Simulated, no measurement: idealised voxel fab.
process module | voxel air gaps
cross-section cut | 280 nm wide | cells 5 nm
A cross-section is a grid of square cells, given in bands from the top down. A band is one or more rows of cells.
Each band's line starts with the height of the band's top and of its bottom, in nm. Then come its materials from left to right, each with its width in nm. One material with "throughout" fills the band from edge to edge. "air" is empty space.
Height 0 is the level under which the wafer as received is all one material. The lowest band goes on downwards, as in "0 down".
A width such as "30 to 40" changes by the same amount from each row of cells to the next, from the band's top row to its bottom row.
"no change" after a step means that no cell of the cross-section changed.
closed voids: empty space of 8 cells or more with no open way to the top, each as width x height at its distance from the left edge, in nm
after a step's settings: what the simulator itself notes on the step
overlay nm, on a step with a mask: how far to the right of its planned place the mask lay; to the left if negative
plan
1 op RECEIVE | material Si
2 op CONFORMAL_DEP | material SiO2 | thk nm 15
3 op CONFORMAL_DEP | material SiCN | thk nm 5
4 op DIRECTIONAL_DEP | material SiO2 | thk nm 30
5 op DIRECTIONAL_DEP | material aC | thk nm 10
6 op PATTERN | tone open | mask id LINES | material resist | width nm 15 | pitch nm 40 | thk nm 30 | overlay nm 0
7 op DIRECTIONAL_ETCH | etch materials aC | depth nm 10
8 op STRIP | etch materials resist
9 op DIRECTIONAL_ETCH | etch materials SiO2 | depth nm 30
10 op STRIP | etch materials aC
11 op CONFORMAL_DEP | material TiN | thk nm 5
12 op FILL_DEP | material Cu | thk nm 5
13 op CMP | height nm 50
14 op EPI | material Ru | thk nm 10
15 op SELECTIVE_ETCH | etch materials SiO2 | depth nm 40
16 op CONFORMAL_DEP | material SiCN | thk nm 5
first wafer, as planned
as received, after step 1
  0 down: Si throughout
  closed voids: none
after step 2
  15 to 0: SiO2 throughout
  below 0: unchanged
after step 3
  20 to 15: SiCN throughout
  below 15: unchanged
after step 4
  50 to 20: SiO2 throughout
  below 20: unchanged
after step 5
  60 to 50: aC throughout
  below 50: unchanged
after step 6
  90 to 60: resist 70 | air 15 | resist 25 | air 15 | resist 25 | air 15 | resist 25 | air 15 | resist 75
  below 60: unchanged
after step 7
  80 to 60: resist 70 | air 15 | resist 25 | air 15 | resist 25 | air 15 | resist 25 | air 15 | resist 75
  60 to 50: aC 70 | air 15 | aC 25 | air 15 | aC 25 | air 15 | aC 25 | air 15 | aC 75
  below 50: unchanged
after step 8
  60 to 50: aC 70 | air 15 | aC 25 | air 15 | aC 25 | air 15 | aC 25 | air 15 | aC 75
  below 50: unchanged
after step 9
  60 to 50: aC 70 | air 15 | aC 25 | air 15 | aC 25 | air 15 | aC 25 | air 15 | aC 75
  50 to 20: SiO2 70 | air 15 | SiO2 25 | air 15 | SiO2 25 | air 15 | SiO2 25 | air 15 | SiO2 75
  below 20: unchanged
after step 10
  50 to 20: SiO2 70 | air 15 | SiO2 25 | air 15 | SiO2 25 | air 15 | SiO2 25 | air 15 | SiO2 75
  below 20: unchanged
after step 11
  55 to 50: TiN 75 | air 5 | TiN 35 | air 5 | TiN 35 | air 5 | TiN 35 | air 5 | TiN 80
  50 to 25: SiO2 70 | TiN 5 | air 5 | TiN 5 | SiO2 25 | TiN 5 | air 5 | TiN 5 | SiO2 25 | TiN 5 | air 5 | TiN 5 | SiO2 25 | TiN 5 | air 5 | TiN 5 | SiO2 75
  25 to 20: SiO2 70 | TiN 15 | SiO2 25 | TiN 15 | SiO2 25 | TiN 15 | SiO2 25 | TiN 15 | SiO2 75
  below 20: unchanged
after step 12
  60 to 55: Cu throughout
  55 to 50: TiN 75 | Cu 5 | TiN 35 | Cu 5 | TiN 35 | Cu 5 | TiN 35 | Cu 5 | TiN 80
  50 to 25: SiO2 70 | TiN 5 | Cu 5 | TiN 5 | SiO2 25 | TiN 5 | Cu 5 | TiN 5 | SiO2 25 | TiN 5 | Cu 5 | TiN 5 | SiO2 25 | TiN 5 | Cu 5 | TiN 5 | SiO2 75
  below 25: unchanged
after step 13
  50 to 25: SiO2 70 | TiN 5 | Cu 5 | TiN 5 | SiO2 25 | TiN 5 | Cu 5 | TiN 5 | SiO2 25 | TiN 5 | Cu 5 | TiN 5 | SiO2 25 | TiN 5 | Cu 5 | TiN 5 | SiO2 75
  below 25: unchanged
after step 14
  60 to 50: air 60 | Ru 35 | air 5 | Ru 35 | air 5 | Ru 35 | air 5 | Ru 35 | air 65
  below 50: unchanged
after step 15
  60 to 50: air 60 | Ru 35 | air 5 | Ru 35 | air 5 | Ru 35 | air 5 | Ru 35 | air 65
  50 to 25: air 70 | TiN 5 | Cu 5 | TiN 5 | air 25 | TiN 5 | Cu 5 | TiN 5 | air 25 | TiN 5 | Cu 5 | TiN 5 | air 25 | TiN 5 | Cu 5 | TiN 5 | air 75
  25 to 20: air 70 | TiN 15 | air 25 | TiN 15 | air 25 | TiN 15 | air 25 | TiN 15 | air 75
  below 20: unchanged
after step 16
  65 to 60: air 55 | SiCN 165 | air 60
  60 to 50: air 55 | SiCN 5 | Ru 35 | SiCN 5 | Ru 35 | SiCN 5 | Ru 35 | SiCN 5 | Ru 35 | SiCN 5 | air 60
  50 to 45: air 55 | SiCN 15 | TiN 5 | Cu 5 | TiN 5 | SiCN 25 | TiN 5 | Cu 5 | TiN 5 | SiCN 25 | TiN 5 | Cu 5 | TiN 5 | SiCN 25 | TiN 5 | Cu 5 | TiN 5 | SiCN 15 | air 60
  45 to 25: air 65 | SiCN 5 | TiN 5 | Cu 5 | TiN 5 | SiCN 5 | air 15 | SiCN 5 | TiN 5 | Cu 5 | TiN 5 | SiCN 5 | air 15 | SiCN 5 | TiN 5 | Cu 5 | TiN 5 | SiCN 5 | air 15 | SiCN 5 | TiN 5 | Cu 5 | TiN 5 | SiCN 5 | air 70
  25 to 20: SiCN 70 | TiN 15 | SiCN 25 | TiN 15 | SiCN 25 | TiN 15 | SiCN 25 | TiN 15 | SiCN 75
  below 20: unchanged
  closed voids: 15 x 20 at 90; 15 x 20 at 130; 15 x 20 at 170
second wafer: like start, like plan, one mistake. Through step 13 it matches the first wafer
when step 14 should have ended
  70 to 50: air 50 | Ru 175 | air 55
  below 50: unchanged
when step 15 should have ended
  70 to 50: air 50 | Ru 175 | air 55
  50 to 25: air 70 | TiN 5 | Cu 5 | TiN 5 | SiO2 25 | TiN 5 | Cu 5 | TiN 5 | SiO2 25 | TiN 5 | Cu 5 | TiN 5 | SiO2 25 | TiN 5 | Cu 5 | TiN 5 | air 75
  25 to 20: air 70 | TiN 15 | SiO2 25 | TiN 15 | SiO2 25 | TiN 15 | SiO2 25 | TiN 15 | air 75
  below 20: unchanged
when step 16 should have ended
  75 to 70: air 45 | SiCN 185 | air 50
  70 to 50: air 45 | SiCN 5 | Ru 175 | SiCN 5 | air 50
  50 to 45: air 45 | SiCN 25 | TiN 5 | Cu 5 | TiN 5 | SiO2 25 | TiN 5 | Cu 5 | TiN 5 | SiO2 25 | TiN 5 | Cu 5 | TiN 5 | SiO2 25 | TiN 5 | Cu 5 | TiN 5 | SiCN 25 | air 50
  45 to 25: air 65 | SiCN 5 | TiN 5 | Cu 5 | TiN 5 | SiO2 25 | TiN 5 | Cu 5 | TiN 5 | SiO2 25 | TiN 5 | Cu 5 | TiN 5 | SiO2 25 | TiN 5 | Cu 5 | TiN 5 | SiCN 5 | air 70
  25 to 20: SiCN 70 | TiN 15 | SiO2 25 | TiN 15 | SiO2 25 | TiN 15 | SiO2 25 | TiN 15 | SiCN 75
  below 20: unchanged
what went wrong: step 14 was run twice
at the end the second wafer has, in cells: 84 more of Ru | 48 fewer of SiCN | 90 more of SiO2
closed voids at the end (first wafer, second wafer): 3, 0
